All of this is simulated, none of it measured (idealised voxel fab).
The following is a process module called voxel local oxidation.
The figure presents cross-section cut, which has a width of 175 nm and is divided into square cells with an edge length of 5 nm.
Cross-section = grid of square cells, listed top down in bands; band = one or more rows.
The entry gives the band's vertical extent as a top height and a bottom height in nm, then its horizontal make-up as materials from left to right, each with a width in nm. "air" stands for empty space; a single material marked "throughout" fills the band edge to edge.
Height 0 is the level under which the wafer as received is all one material. The lowest band goes on downwards, as in "0..down".
Graded width ("30..40"): value in top row of band = first number; value in bottom row = second number; row-to-row change constant.
Reading "nothing altered" for a step: not a cell of the cross-section changed in it.
This entry, "Voids, sealed", enumerates those empty regions of no fewer than 8 cells that possess no open connection to the top. Each region is reported in the form width x height at distance, the distance being taken from the left edge, with all three quantities expressed in nm.
It should be noted that, on the line of a given step, the content following the step's settings is a remark produced by the simulator itself with respect to that step.
overlay nm: step with mask; distance mask lay right of planned place; negative value = left of planned place.

[Steps planned for the process]
1,RECEIVE,material Si
2,OXIDIZE,depth nm 5
3,CONFORMAL_DEP,material SiN,thk nm 10
4,MASKED_ETCH,tone cover,mask id ACTIVE,width nm 115,etch materials SiN,depth nm 10,overlay nm 0
5,SELECTIVE_ETCH,etch materials SiO2,depth nm 5
6,OXIDIZE,depth nm 15
7,STRIP,etch materials SiN

[Cross-section of the wafer as it came to us, i.e., already through step 1]
- 0..down | Si throughout
- Voids, sealed: none

[First of two wafers: cross-section at end of module, run per plan]
- 0..-5 | air=35, SiO2=105, air=35
- -5..-20 | SiO2=50, Si=75, SiO2=50
- -20..down | Si throughout
- Voids, sealed: none

[Cross-section, wafer two of two, end of module: same start and plan as wafer one, one error in execution]
- 0..-5 | air=35, SiO2=105, air=35
- -5..-10 | SiO2=40, Si=95, SiO2=40
- -10..down | Si throughout
- Voids, sealed: none
Nonconformance to the process plan: step 6 was processed under conditions differing from the plan, specifically as OXIDIZE,depth nm 5
Count the cells at the end and the second wafer has more or fewer of some materials than the first: 44 more of Si | 44 fewer of SiO2
